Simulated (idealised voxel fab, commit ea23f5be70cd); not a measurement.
Process module, titled voxel gate over fins
250 nm wide, 5 nm square cells: that's cross-section cut.
A cross-section is a grid of square cells, given in bands from the top down. A band is one or more rows of cells. Each band's line starts with the height of the band's top and of its bottom, in nm. Then come its materials from left to right, each with its width in nm. One material with "everywhere" fills the band from edge to edge. "air" is empty space. Ref level 0: as-received wafer is one material below here. Bottom band extends down with no lower bound ("z 0 and below"). Think of "30 to 40" as a width that walks from the first number to the second as you go down the band, top row to bottom row, taking equal-sized steps from row to row. "left unchanged", as given for a step, is the statement that not any cell of the cross-section underwent a change during that step. Entry "Encapsulated voids" = empty spaces >= 8 cells with no open way to the top; each as width x height at distance, distance from left edge, all nm. It should be noted that, on the line of a given step, the content following the step's settings is a remark produced by the simulator itself with respect to that step. Each step line may optionally specify "overlay nm", which for a step with a mask gives the rightward distance between the mask's planned place and where it lay, a negative value indicating the leftward direction.
These are the steps we planned for the process
- 1: RECEIVE, material Si
- 2: CONFORMAL_DEP, material SiN, thk nm 10
- 3: PATTERN, tone cover, mask id FINS, material resist, width nm 15, pitch nm 60, thk nm 20, overlay nm 0
- 4: DIRECTIONAL_ETCH, etch materials SiN, depth nm 10
- 5: DIRECTIONAL_ETCH, etch materials Si, depth nm 40
- 6: STRIP, etch materials resist
- 7: OXIDIZE, depth nm 5
- 8: FILL_DEP, material SiO2, thk nm 5
- 9: CMP, height nm 10
- 10: MASKED_ETCH, tone open, mask id RAIL, width nm 15, etch materials SiO2, depth nm 45, overlay nm 0
- 11: CONFORMAL_DEP, material TiN, thk nm 5
- 12: FILL_DEP, material Ru, thk nm 10
- 13: CMP, height nm 10
- 14: SELECTIVE_ETCH, etch materials W Ru TiN, depth nm 25
- 15: FILL_DEP, material SiO2, thk nm 5
- 16: CMP, height nm 10
- 17: SELECTIVE_ETCH, etch materials SiO2, depth nm 20
- 18: STRIP, etch materials SiN
- 19: CONFORMAL_DEP, material HfO2, thk nm 5
- 20: CONFORMAL_DEP, material TiN, thk nm 5
- 21: CONFORMAL_DEP, material TiAl, thk nm 5
- 22: CONFORMAL_DEP, material TiN, thk nm 5
- 23: FILL_DEP, material W, thk nm 10
- 24: CMP, height nm 25
- 25: CONFORMAL_DEP, material SiCN, thk nm 10
Wafer as received: cross-section following step 1
  z 0 and below  Si everywhere
  Encapsulated voids: none
Module complete - cross-section of the first of two wafers, run according to plan
  z 35 to 25  SiCN everywhere
  z 25 to 20  W everywhere
  z 20 to 15  10 W; 45 TiN; 15 W; 45 TiN; 15 W; 45 TiN; 15 W; 45 TiN; 15 W
  z 15 to 10  10 W; 5 TiN; 35 TiAl; 5 TiN; 15 W; 5 TiN; 35 TiAl; 5 TiN; 15 W; 5 TiN; 35 TiAl; 5 TiN; 15 W; 5 TiN; 35 TiAl; 5 TiN; 15 W
  z 10 to 5  15 TiN; 5 TiAl; 25 TiN; 5 TiAl; 25 TiN; 5 TiAl; 25 TiN; 5 TiAl; 25 TiN; 5 TiAl; 25 TiN; 5 TiAl; 25 TiN; 5 TiAl; 25 TiN; 5 TiAl; 20 TiN
  z 5 to 0  20 TiAl; 5 TiN; 15 HfO2; 5 TiN; 35 TiAl; 5 TiN; 15 HfO2; 5 TiN; 35 TiAl; 5 TiN; 15 HfO2; 5 TiN; 35 TiAl; 5 TiN; 15 HfO2; 5 TiN; 25 TiAl
  z 0 to -5  25 TiN; 5 HfO2; 5 Si; 5 HfO2; 45 TiN; 5 HfO2; 5 Si; 5 HfO2; 45 TiN; 5 HfO2; 5 Si; 5 HfO2; 45 TiN; 5 HfO2; 5 Si; 5 HfO2; 30 TiN
  z -5 to -10  30 HfO2; 5 Si; 55 HfO2; 5 Si; 55 HfO2; 5 Si; 55 HfO2; 5 Si; 35 HfO2
  z -10 to -15  30 SiO2; 5 Si; 55 SiO2; 5 Si; 55 SiO2; 5 Si; 55 SiO2; 5 Si; 35 SiO2
  z -15 to -30  30 SiO2; 5 Si; 20 SiO2; 5 TiN; 5 Ru; 5 TiN; 20 SiO2; 5 Si; 55 SiO2; 5 Si; 55 SiO2; 5 Si; 35 SiO2
  z -30 to -35  30 SiO2; 5 Si; 20 SiO2; 15 TiN; 20 SiO2; 5 Si; 55 SiO2; 5 Si; 55 SiO2; 5 Si; 35 SiO2
  z -35 to -45  30 SiO2; 5 Si; 55 SiO2; 5 Si; 55 SiO2; 5 Si; 55 SiO2; 5 Si; 35 SiO2
  z -45 and below  Si everywhere
  Encapsulated voids: none
Same start, same plan as the first wafer - but one mistake in the run. Cross-section of the second of the two at the end of the module
  z 35 to 25  SiCN everywhere
  z 25 to 20  W everywhere
  z 20 to 15  10 W; 45 TiN; 15 W; 45 TiN; 15 W; 45 TiN; 15 W; 45 TiN; 15 W
  z 15 to 10  10 W; 5 TiN; 35 TiAl; 5 TiN; 15 W; 5 TiN; 35 TiAl; 5 TiN; 15 W; 5 TiN; 35 TiAl; 5 TiN; 15 W; 5 TiN; 35 TiAl; 5 TiN; 15 W
  z 10 to 5  15 TiN; 5 TiAl; 25 TiN; 5 TiAl; 25 TiN; 5 TiAl; 25 TiN; 5 TiAl; 25 TiN; 5 TiAl; 25 TiN; 5 TiAl; 25 TiN; 5 TiAl; 25 TiN; 5 TiAl; 20 TiN
  z 5 to 0  20 TiAl; 5 TiN; 15 HfO2; 5 TiN; 35 TiAl; 5 TiN; 15 HfO2; 5 TiN; 35 TiAl; 5 TiN; 15 HfO2; 5 TiN; 35 TiAl; 5 TiN; 15 HfO2; 5 TiN; 25 TiAl
  z 0 to -5  25 TiN; 5 HfO2; 5 Si; 5 HfO2; 45 TiN; 5 HfO2; 5 Si; 5 HfO2; 45 TiN; 5 HfO2; 5 Si; 5 HfO2; 45 TiN; 5 HfO2; 5 Si; 5 HfO2; 30 TiN
  z -5 to -10  30 HfO2; 5 Si; 55 HfO2; 5 Si; 55 HfO2; 5 Si; 55 HfO2; 5 Si; 35 HfO2
  z -10 to -15  30 SiO2; 5 Si; 55 SiO2; 5 Si; 55 SiO2; 5 Si; 55 SiO2; 5 Si; 35 SiO2
  z -15 to -30  30 SiO2; 5 Si; 20 SiO2; 5 TiN; 10 Ru; 5 TiN; 15 SiO2; 5 Si; 55 SiO2; 5 Si; 55 SiO2; 5 Si; 35 SiO2
  z -30 to -35  30 SiO2; 5 Si; 20 SiO2; 20 TiN; 15 SiO2; 5 Si; 55 SiO2; 5 Si; 55 SiO2; 5 Si; 35 SiO2
  z -35 to -45  30 SiO2; 5 Si; 55 SiO2; 5 Si; 55 SiO2; 5 Si; 55 SiO2; 5 Si; 35 SiO2
  z -45 and below  Si everywhere
  Encapsulated voids: none
So what did we get wrong on this run? step 10 ran as: MASKED_ETCH, tone open, mask id RAIL, width nm 20, etch materials SiO2, depth nm 45, overlay nm 0
Once processing is complete, comparing cell counts shows that the second wafer has more or fewer of certain materials than the first: 3 more of Ru, 4 fewer of SiO2, 1 more of TiN
